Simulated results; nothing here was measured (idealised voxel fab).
The name of this process module is voxel lift off.
Section cut is 165 nm wide and gridded with 5 nm square cells.
When this document writes out a cross-section, it uses a grid of square cells and lists it as bands, beginning at the top and moving down, with a band standing for one or more rows of cells.
Per band: top height and bottom height in nm, followed by the left-to-right materials and their widths in nm; "everywhere" marks a single material spanning edge to edge, "air" marks empty space.
Measure heights from 0. That's the level where, below it, the as-received wafer is all one material. The lowest band is bottomless and extends downward; write it as in "0 and below".
The notation "30->40" denotes a width that varies across the rows of cells in the band, beginning at the first number in the top row, finishing at the second number in the bottom row, and changing by an identical amount from each row to the next.
It should be understood that the words "nothing altered", when stated for a given step, signify that the cross-section underwent no change in any of its cells during that step.
Entry "Sealed void listing" = empty spaces >= 8 cells with no open way to the top; each as width x height at distance, distance from left edge, all nm.
That trailing text on a step's line, after the settings, is the simulator's own remark on the step.
overlay nm, on a step with a mask: how far to the right of its planned place the mask lay; to the left if negative

plan:
step 1: RECEIVE with material Si
step 2: CONFORMAL_DEP with material Al2O3, thk nm 5
step 3: PATTERN with tone open, mask id LINES, material resist, width nm 30, pitch nm 45, thk nm 15, overlay nm 0
step 4: DIRECTIONAL_DEP with material Ru, thk nm 5
step 5: STRIP with etch materials resist
step 6: CONFORMAL_DEP with material SiN, thk nm 5
varied across the wafers: thk nm of step 2. The plan shows the first wafer's value. All wafers start alike

This is how the first of several wafers looked in cross-section when it arrived, which is after step 1:
0 and below: Si everywhere
Sealed void listing: none

Wafer cross-section (first of several) - module end, post step 6 (last step):
15 down to 10: 15 air; 40 SiN; 5 air; 40 SiN; 5 air; 40 SiN; 20 air
10 down to 5: 20 SiN; 30 Ru; 15 SiN; 30 Ru; 15 SiN; 30 Ru; 25 SiN
5 down to 0: Al2O3 everywhere
0 and below: Si everywhere
Sealed void listing: none

Module end, final wafer: cross-section:
30 down to 25: 15 air; 40 SiN; 5 air; 40 SiN; 5 air; 40 SiN; 20 air
25 down to 20: 20 SiN; 30 Ru; 15 SiN; 30 Ru; 15 SiN; 30 Ru; 25 SiN
20 down to 0: Al2O3 everywhere
0 and below: Si everywhere
Sealed void listing: none

Basically each wafer gets a line in the table, showing it at the end of the module: material by material, the cells it gained (+) or lost (-) since we got it, then its closed voids:
thk nm 5, +33 Al2O3, +18 Ru, +39 SiN, Sealed void listing: none
thk nm 10, +66 Al2O3, +18 Ru, +39 SiN, Sealed void listing: none
thk nm 15, +99 Al2O3, +18 Ru, +39 SiN, Sealed void listing: none
thk nm 20, +132 Al2O3, +18 Ru, +39 SiN, Sealed void listing: none
